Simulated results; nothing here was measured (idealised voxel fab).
process module | voxel transistor to metal
cross-section cut | 175 nm wide | cells 5 nm
A cross-section is a grid of square cells, given in bands from the top down. A band is one or more rows of cells.
Each band's line starts with the height of the band's top and of its bottom, in nm. Then come its materials from left to right, each with its width in nm. One material with "throughout" fills the band from edge to edge. "air" is empty space.
Height 0 is the level under which the wafer as received is all one material. The lowest band goes on downwards, as in "0 down".
A width such as "30 to 40" changes by the same amount from each row of cells to the next, from the band's top row to its bottom row.
"no change" after a step means that no cell of the cross-section changed.
closed voids: empty space of 8 cells or more with no open way to the top, each as width x height at its distance from the left edge, in nm
after a step's settings: what the simulator itself notes on the step
overlay nm, on a step with a mask: how far to the right of its planned place the mask lay; to the left if negative
plan
1 op RECEIVE | material Si
2 op OXIDIZE | depth nm 5
3 op CONFORMAL_DEP | material SiN | thk nm 15
4 op PATTERN | tone cover | mask id ACTIVE | material resist | width nm 135 | thk nm 20 | overlay nm 0
5 op DIRECTIONAL_ETCH | etch materials SiN | depth nm 15
6 op DIRECTIONAL_ETCH | etch materials SiO2 | depth nm 5
7 op DIRECTIONAL_ETCH | etch materials Si | depth nm 25
8 op STRIP | etch materials resist
9 op FILL_DEP | material SiO2 | thk nm 15
10 op CMP | height nm 15
11 op SELECTIVE_ETCH | etch materials SiO2 | depth nm 10
12 op STRIP | etch materials SiN
13 op SELECTIVE_ETCH | etch materials SiO2 | depth nm 5
14 op OXIDIZE | depth nm 5
15 op DIRECTIONAL_DEP | material polySi | thk nm 30
16 op DIRECTIONAL_DEP | material SiCN | thk nm 15
17 op PATTERN | tone cover | mask id GATE | material resist | width nm 35 | thk nm 20 | overlay nm 0
18 op DIRECTIONAL_ETCH | etch materials SiCN | depth nm 25
19 op DIRECTIONAL_ETCH | etch materials polySi | depth nm 40
20 op STRIP | etch materials resist
21 op CONFORMAL_DEP | material SiO2 | thk nm 5
22 op DIRECTIONAL_ETCH | etch materials SiO2 | depth nm 5
23 op CONFORMAL_DEP | material SiN | thk nm 10
24 op DIRECTIONAL_ETCH | etch materials SiN | depth nm 10
25 op DIRECTIONAL_ETCH | etch materials SiO2 | depth nm 5
26 op DIRECTIONAL_ETCH | etch materials Si | depth nm 15
27 op EPI | material nSi | thk nm 15
28 op FILL_DEP | material SiO2 | thk nm 5
29 op CMP | height nm 25
30 op STRIP | etch materials polySi
31 op SELECTIVE_ETCH | etch materials SiO2 | depth nm 5
32 op CONFORMAL_DEP | material HfO2 | thk nm 5
33 op CONFORMAL_DEP | material TiN | thk nm 5
34 op FILL_DEP | material W | thk nm 5
35 op CMP | height nm 20
36 op DIRECTIONAL_DEP | material SiO2 | thk nm 10
37 op MASKED_ETCH | tone open | mask id CONTACT | width nm 20 | pitch nm 95 | etch materials SiO2 | depth nm 25 | overlay nm 0
38 op CONFORMAL_DEP | material TiN | thk nm 5
39 op FILL_DEP | material W | thk nm 10
40 op CMP | height nm 30
41 op DIRECTIONAL_DEP | material TiN | thk nm 5
42 op DIRECTIONAL_DEP | material W | thk nm 15
43 op DIRECTIONAL_DEP | material aC | thk nm 10
44 op PATTERN | tone cover | mask id METAL_1 | material resist | width nm 20 | pitch nm 95 | thk nm 30 | overlay nm 0
45 op DIRECTIONAL_ETCH | etch materials aC | depth nm 10
46 op STRIP | etch materials resist
47 op DIRECTIONAL_ETCH | etch materials W | depth nm 15
48 op DIRECTIONAL_ETCH | etch materials TiN | depth nm 5
49 op STRIP | etch materials aC
50 op CONFORMAL_DEP | material SiCN | thk nm 5
51 op FILL_DEP | material lowk | thk nm 10
52 op CMP | height nm 50
53 op CONFORMAL_DEP | material SiCN | thk nm 5
first wafer, as planned
as received, after step 1
  0 down: Si throughout
  closed voids: none
after step 2
  0 to -5: SiO2 throughout
  below -5: unchanged
after step 3
  15 to 0: SiN throughout
  below 0: unchanged
after step 4
  35 to 15: air 20 | resist 135 | air 20
  below 15: unchanged
after step 5
  35 to 15: air 20 | resist 135 | air 20
  15 to 0: air 20 | SiN 135 | air 20
  below 0: unchanged
after step 6
  35 to 15: air 20 | resist 135 | air 20
  15 to 0: air 20 | SiN 135 | air 20
  0 to -5: air 20 | SiO2 135 | air 20
  below -5: unchanged
after step 7
  35 to 15: air 20 | resist 135 | air 20
  15 to 0: air 20 | SiN 135 | air 20
  0 to -5: air 20 | SiO2 135 | air 20
  -5 to -30: air 20 | Si 135 | air 20
  below -30: unchanged
after step 8
  15 to 0: air 20 | SiN 135 | air 20
  below 0: unchanged
after step 9
  30 to 15: SiO2 throughout
  15 to 0: SiO2 20 | SiN 135 | SiO2 20
  0 to -5: SiO2 throughout
  -5 to -30: SiO2 20 | Si 135 | SiO2 20
  below -30: unchanged
after step 10
  15 to 0: SiO2 20 | SiN 135 | SiO2 20
  below 0: unchanged
after step 11
  15 to 5: air 20 | SiN 135 | air 20
  below 5: unchanged
after step 12
  5 to 0: SiO2 20 | air 135 | SiO2 20
  below 0: unchanged
after step 13
  0 to -5: SiO2 15 | air 145 | SiO2 15
  below -5: unchanged
after step 14
  0 to -5: SiO2 15 | air 145 | SiO2 15
  -5 to -10: SiO2 throughout
  below -10: unchanged
after step 15
  30 to 25: polySi 15 | air 145 | polySi 15
  25 to 0: polySi throughout
  0 to -5: SiO2 15 | polySi 145 | SiO2 15
  below -5: unchanged
after step 16
  45 to 40: SiCN 15 | air 145 | SiCN 15
  40 to 30: SiCN throughout
  30 to 25: polySi 15 | SiCN 145 | polySi 15
  below 25: unchanged
after step 17
  65 to 45: air 70 | resist 35 | air 70
  45 to 40: SiCN 15 | air 55 | resist 35 | air 55 | SiCN 15
  below 40: unchanged
after step 18
  65 to 40: air 70 | resist 35 | air 70
  40 to 30: air 70 | SiCN 35 | air 70
  30 to 25: polySi 15 | air 55 | SiCN 35 | air 55 | polySi 15
  below 25: unchanged
after step 19
  65 to 40: air 70 | resist 35 | air 70
  40 to 25: air 70 | SiCN 35 | air 70
  25 to 0: air 70 | polySi 35 | air 70
  0 to -5: SiO2 15 | air 55 | polySi 35 | air 55 | SiO2 15
  below -5: unchanged
after step 20
  40 to 25: air 70 | SiCN 35 | air 70
  below 25: unchanged
after step 21
  45 to 40: air 65 | SiO2 45 | air 65
  40 to 25: air 65 | SiO2 5 | SiCN 35 | SiO2 5 | air 65
  25 to 5: air 65 | SiO2 5 | polySi 35 | SiO2 5 | air 65
  5 to 0: SiO2 20 | air 45 | SiO2 5 | polySi 35 | SiO2 5 | air 45 | SiO2 20
  0 to -5: SiO2 70 | polySi 35 | SiO2 70
  below -5: unchanged
after step 22
  40 to 25: air 65 | SiO2 5 | SiCN 35 | SiO2 5 | air 65
  25 to 0: air 65 | SiO2 5 | polySi 35 | SiO2 5 | air 65
  0 to -5: SiO2 20 | air 45 | SiO2 5 | polySi 35 | SiO2 5 | air 45 | SiO2 20
  below -5: unchanged
after step 23
  50 to 40: air 55 | SiN 65 | air 55
  40 to 25: air 55 | SiN 10 | SiO2 5 | SiCN 35 | SiO2 5 | SiN 10 | air 55
  25 to 10: air 55 | SiN 10 | SiO2 5 | polySi 35 | SiO2 5 | SiN 10 | air 55
  10 to 5: SiN 30 | air 25 | SiN 10 | SiO2 5 | polySi 35 | SiO2 5 | SiN 10 | air 25 | SiN 30
  5 to 0: SiN 65 | SiO2 5 | polySi 35 | SiO2 5 | SiN 65
  0 to -5: SiO2 20 | SiN 45 | SiO2 5 | polySi 35 | SiO2 5 | SiN 45 | SiO2 20
  below -5: unchanged
after step 24
  40 to 25: air 55 | SiN 10 | SiO2 5 | SiCN 35 | SiO2 5 | SiN 10 | air 55
  25 to 0: air 55 | SiN 10 | SiO2 5 | polySi 35 | SiO2 5 | SiN 10 | air 55
  0 to -5: SiO2 20 | SiN 10 | air 25 | SiN 10 | SiO2 5 | polySi 35 | SiO2 5 | SiN 10 | air 25 | SiN 10 | SiO2 20
  below -5: unchanged
after step 25
  40 to 35: air 55 | SiN 10 | air 5 | SiCN 35 | air 5 | SiN 10 | air 55
  35 to 25: air 55 | SiN 10 | SiO2 5 | SiCN 35 | SiO2 5 | SiN 10 | air 55
  25 to 0: air 55 | SiN 10 | SiO2 5 | polySi 35 | SiO2 5 | SiN 10 | air 55
  0 to -5: air 20 | SiN 10 | air 25 | SiN 10 | SiO2 5 | polySi 35 | SiO2 5 | SiN 10 | air 25 | SiN 10 | air 20
  -5 to -10: SiO2 30 | air 25 | SiO2 65 | air 25 | SiO2 30
  below -10: unchanged
after step 26
  40 to 35: air 55 | SiN 10 | air 5 | SiCN 35 | air 5 | SiN 10 | air 55
  35 to 25: air 55 | SiN 10 | SiO2 5 | SiCN 35 | SiO2 5 | SiN 10 | air 55
  25 to 0: air 55 | SiN 10 | SiO2 5 | polySi 35 | SiO2 5 | SiN 10 | air 55
  0 to -5: air 20 | SiN 10 | air 25 | SiN 10 | SiO2 5 | polySi 35 | SiO2 5 | SiN 10 | air 25 | SiN 10 | air 20
  -5 to -10: SiO2 30 | air 25 | SiO2 65 | air 25 | SiO2 30
  -10 to -25: SiO2 20 | Si 10 | air 25 | Si 65 | air 25 | Si 10 | SiO2 20
  below -25: unchanged
after step 27
  40 to 35: air 55 | SiN 10 | air 5 | SiCN 35 | air 5 | SiN 10 | air 55
  35 to 25: air 55 | SiN 10 | SiO2 5 | SiCN 35 | SiO2 5 | SiN 10 | air 55
  25 to 5: air 55 | SiN 10 | SiO2 5 | polySi 35 | SiO2 5 | SiN 10 | air 55
  5 to 0: air 25 | nSi 30 | SiN 10 | SiO2 5 | polySi 35 | SiO2 5 | SiN 10 | nSi 30 | air 25
  0 to -5: air 20 | SiN 10 | nSi 25 | SiN 10 | SiO2 5 | polySi 35 | SiO2 5 | SiN 10 | nSi 25 | SiN 10 | air 20
  -5 to -10: SiO2 30 | nSi 25 | SiO2 65 | nSi 25 | SiO2 30
  -10 to -25: SiO2 20 | Si 10 | nSi 25 | Si 65 | nSi 25 | Si 10 | SiO2 20
  below -25: unchanged
after step 28
  45 to 40: SiO2 throughout
  40 to 25: SiO2 55 | SiN 10 | SiO2 5 | SiCN 35 | SiO2 5 | SiN 10 | SiO2 55
  25 to 5: SiO2 55 | SiN 10 | SiO2 5 | polySi 35 | SiO2 5 | SiN 10 | SiO2 55
  5 to 0: SiO2 25 | nSi 30 | SiN 10 | SiO2 5 | polySi 35 | SiO2 5 | SiN 10 | nSi 30 | SiO2 25
  0 to -5: SiO2 20 | SiN 10 | nSi 25 | SiN 10 | SiO2 5 | polySi 35 | SiO2 5 | SiN 10 | nSi 25 | SiN 10 | SiO2 20
  below -5: unchanged
after step 29
  25 to 5: SiO2 55 | SiN 10 | SiO2 5 | polySi 35 | SiO2 5 | SiN 10 | SiO2 55
  below 5: unchanged
after step 30
  25 to 5: SiO2 55 | SiN 10 | SiO2 5 | air 35 | SiO2 5 | SiN 10 | SiO2 55
  5 to 0: SiO2 25 | nSi 30 | SiN 10 | SiO2 5 | air 35 | SiO2 5 | SiN 10 | nSi 30 | SiO2 25
  0 to -5: SiO2 20 | SiN 10 | nSi 25 | SiN 10 | SiO2 5 | air 35 | SiO2 5 | SiN 10 | nSi 25 | SiN 10 | SiO2 20
  below -5: unchanged
after step 31
  25 to 20: air 55 | SiN 10 | air 45 | SiN 10 | air 55
  20 to 5: SiO2 55 | SiN 10 | air 45 | SiN 10 | SiO2 55
  5 to 0: SiO2 25 | nSi 30 | SiN 10 | air 45 | SiN 10 | nSi 30 | SiO2 25
  0 to -5: SiO2 20 | SiN 10 | nSi 25 | SiN 10 | air 45 | SiN 10 | nSi 25 | SiN 10 | SiO2 20
  -5 to -10: SiO2 30 | nSi 25 | SiO2 10 | air 45 | SiO2 10 | nSi 25 | SiO2 30
  below -10: unchanged
after step 32
  30 to 25: air 50 | HfO2 20 | air 35 | HfO2 20 | air 50
  25 to 20: HfO2 55 | SiN 10 | HfO2 5 | air 35 | HfO2 5 | SiN 10 | HfO2 55
  20 to 5: SiO2 55 | SiN 10 | HfO2 5 | air 35 | HfO2 5 | SiN 10 | SiO2 55
  5 to 0: SiO2 25 | nSi 30 | SiN 10 | HfO2 5 | air 35 | HfO2 5 | SiN 10 | nSi 30 | SiO2 25
  0 to -5: SiO2 20 | SiN 10 | nSi 25 | SiN 10 | HfO2 5 | air 35 | HfO2 5 | SiN 10 | nSi 25 | SiN 10 | SiO2 20
  -5 to -10: SiO2 30 | nSi 25 | SiO2 10 | HfO2 45 | SiO2 10 | nSi 25 | SiO2 30
  below -10: unchanged
after step 33
  35 to 30: air 45 | TiN 30 | air 25 | TiN 30 | air 45
  30 to 25: TiN 50 | HfO2 20 | TiN 5 | air 25 | TiN 5 | HfO2 20 | TiN 50
  25 to 20: HfO2 55 | SiN 10 | HfO2 5 | TiN 5 | air 25 | TiN 5 | HfO2 5 | SiN 10 | HfO2 55
  20 to 5: SiO2 55 | SiN 10 | HfO2 5 | TiN 5 | air 25 | TiN 5 | HfO2 5 | SiN 10 | SiO2 55
  5 to 0: SiO2 25 | nSi 30 | SiN 10 | HfO2 5 | TiN 5 | air 25 | TiN 5 | HfO2 5 | SiN 10 | nSi 30 | SiO2 25
  0 to -5: SiO2 20 | SiN 10 | nSi 25 | SiN 10 | HfO2 5 | TiN 35 | HfO2 5 | SiN 10 | nSi 25 | SiN 10 | SiO2 20
  below -5: unchanged
after step 34
  40 to 35: W throughout
  35 to 30: W 45 | TiN 30 | W 25 | TiN 30 | W 45
  30 to 25: TiN 50 | HfO2 20 | TiN 5 | W 25 | TiN 5 | HfO2 20 | TiN 50
  25 to 20: HfO2 55 | SiN 10 | HfO2 5 | TiN 5 | W 25 | TiN 5 | HfO2 5 | SiN 10 | HfO2 55
  20 to 5: SiO2 55 | SiN 10 | HfO2 5 | TiN 5 | W 25 | TiN 5 | HfO2 5 | SiN 10 | SiO2 55
  5 to 0: SiO2 25 | nSi 30 | SiN 10 | HfO2 5 | TiN 5 | W 25 | TiN 5 | HfO2 5 | SiN 10 | nSi 30 | SiO2 25
  below 0: unchanged
after step 35
  20 to 5: SiO2 55 | SiN 10 | HfO2 5 | TiN 5 | W 25 | TiN 5 | HfO2 5 | SiN 10 | SiO2 55
  below 5: unchanged
after step 36
  30 to 20: SiO2 throughout
  below 20: unchanged
after step 37
  30 to 20: SiO2 30 | air 20 | SiO2 75 | air 20 | SiO2 30
  20 to 5: SiO2 30 | air 20 | SiO2 5 | SiN 10 | HfO2 5 | TiN 5 | W 25 | TiN 5 | HfO2 5 | SiN 10 | SiO2 5 | air 20 | SiO2 30
  below 5: unchanged
after step 38
  35 to 30: TiN 35 | air 10 | TiN 85 | air 10 | TiN 35
  30 to 20: SiO2 30 | TiN 5 | air 10 | TiN 5 | SiO2 75 | TiN 5 | air 10 | TiN 5 | SiO2 30
  20 to 10: SiO2 30 | TiN 5 | air 10 | TiN 5 | SiO2 5 | SiN 10 | HfO2 5 | TiN 5 | W 25 | TiN 5 | HfO2 5 | SiN 10 | SiO2 5 | TiN 5 | air 10 | TiN 5 | SiO2 30
  10 to 5: SiO2 30 | TiN 20 | SiO2 5 | SiN 10 | HfO2 5 | TiN 5 | W 25 | TiN 5 | HfO2 5 | SiN 10 | SiO2 5 | TiN 20 | SiO2 30
  below 5: unchanged
after step 39
  45 to 35: W throughout
  35 to 30: TiN 35 | W 10 | TiN 85 | W 10 | TiN 35
  30 to 20: SiO2 30 | TiN 5 | W 10 | TiN 5 | SiO2 75 | TiN 5 | W 10 | TiN 5 | SiO2 30
  20 to 10: SiO2 30 | TiN 5 | W 10 | TiN 5 | SiO2 5 | SiN 10 | HfO2 5 | TiN 5 | W 25 | TiN 5 | HfO2 5 | SiN 10 | SiO2 5 | TiN 5 | W 10 | TiN 5 | SiO2 30
  below 10: unchanged
after step 40
  30 to 20: SiO2 30 | TiN 5 | W 10 | TiN 5 | SiO2 75 | TiN 5 | W 10 | TiN 5 | SiO2 30
  below 20: unchanged
after step 41
  35 to 30: TiN throughout
  below 30: unchanged
after step 42
  50 to 35: W throughout
  below 35: unchanged
after step 43
  60 to 50: aC throughout
  below 50: unchanged
after step 44
  90 to 60: air 30 | resist 20 | air 75 | resist 20 | air 30
  below 60: unchanged
after step 45
  80 to 60: air 30 | resist 20 | air 75 | resist 20 | air 30
  60 to 50: air 30 | aC 20 | air 75 | aC 20 | air 30
  below 50: unchanged
after step 46
  60 to 50: air 30 | aC 20 | air 75 | aC 20 | air 30
  below 50: unchanged
after step 47
  60 to 50: air 30 | aC 20 | air 75 | aC 20 | air 30
  50 to 35: air 30 | W 20 | air 75 | W 20 | air 30
  below 35: unchanged
after step 48
  60 to 50: air 30 | aC 20 | air 75 | aC 20 | air 30
  50 to 35: air 30 | W 20 | air 75 | W 20 | air 30
  35 to 30: air 30 | TiN 20 | air 75 | TiN 20 | air 30
  below 30: unchanged
after step 49
  50 to 35: air 30 | W 20 | air 75 | W 20 | air 30
  below 35: unchanged
after step 50
  55 to 50: air 25 | SiCN 30 | air 65 | SiCN 30 | air 25
  50 to 35: air 25 | SiCN 5 | W 20 | SiCN 5 | air 65 | SiCN 5 | W 20 | SiCN 5 | air 25
  35 to 30: SiCN 30 | TiN 20 | SiCN 75 | TiN 20 | SiCN 30
  below 30: unchanged
after step 51
  65 to 55: lowk throughout
  55 to 50: lowk 25 | SiCN 30 | lowk 65 | SiCN 30 | lowk 25
  50 to 35: lowk 25 | SiCN 5 | W 20 | SiCN 5 | lowk 65 | SiCN 5 | W 20 | SiCN 5 | lowk 25
  below 35: unchanged
after step 52
  50 to 35: lowk 25 | SiCN 5 | W 20 | SiCN 5 | lowk 65 | SiCN 5 | W 20 | SiCN 5 | lowk 25
  below 35: unchanged
after step 53
  55 to 50: SiCN throughout
  below 50: unchanged
second wafer: like start, like plan, one mistake. Through step 41 it matches the first wafer
when step 42 should have ended
  40 to 35: W throughout
  below 35: unchanged
when step 43 should have ended
  50 to 40: aC throughout
  below 40: unchanged
when step 44 should have ended
  80 to 50: air 30 | resist 20 | air 75 | resist 20 | air 30
  below 50: unchanged
when step 45 should have ended
  70 to 50: air 30 | resist 20 | air 75 | resist 20 | air 30
  50 to 40: air 30 | aC 20 | air 75 | aC 20 | air 30
  below 40: unchanged
when step 46 should have ended
  50 to 40: air 30 | aC 20 | air 75 | aC 20 | air 30
  below 40: unchanged
when step 47 should have ended
  50 to 40: air 30 | aC 20 | air 75 | aC 20 | air 30
  40 to 35: air 30 | W 20 | air 75 | W 20 | air 30
  below 35: unchanged
when step 48 should have ended
  50 to 40: air 30 | aC 20 | air 75 | aC 20 | air 30
  40 to 35: air 30 | W 20 | air 75 | W 20 | air 30
  35 to 30: air 30 | TiN 20 | air 75 | TiN 20 | air 30
  below 30: unchanged
when step 49 should have ended
  40 to 35: air 30 | W 20 | air 75 | W 20 | air 30
  below 35: unchanged
when step 50 should have ended
  45 to 40: air 25 | SiCN 30 | air 65 | SiCN 30 | air 25
  40 to 35: air 25 | SiCN 5 | W 20 | SiCN 5 | air 65 | SiCN 5 | W 20 | SiCN 5 | air 25
  35 to 30: SiCN 30 | TiN 20 | SiCN 75 | TiN 20 | SiCN 30
  below 30: unchanged
when step 51 should have ended
  55 to 45: lowk throughout
  45 to 40: lowk 25 | SiCN 30 | lowk 65 | SiCN 30 | lowk 25
  40 to 35: lowk 25 | SiCN 5 | W 20 | SiCN 5 | lowk 65 | SiCN 5 | W 20 | SiCN 5 | lowk 25
  below 35: unchanged
when step 52 should have ended
  50 to 45: lowk throughout
  below 45: unchanged
when step 53 should have ended
  55 to 50: SiCN throughout
  below 50: unchanged
what went wrong: step 42 ran as: op DIRECTIONAL_DEP | material W | thk nm 5
at the end the second wafer has, in cells: 4 more of SiCN | 16 fewer of W | 12 more of lowk
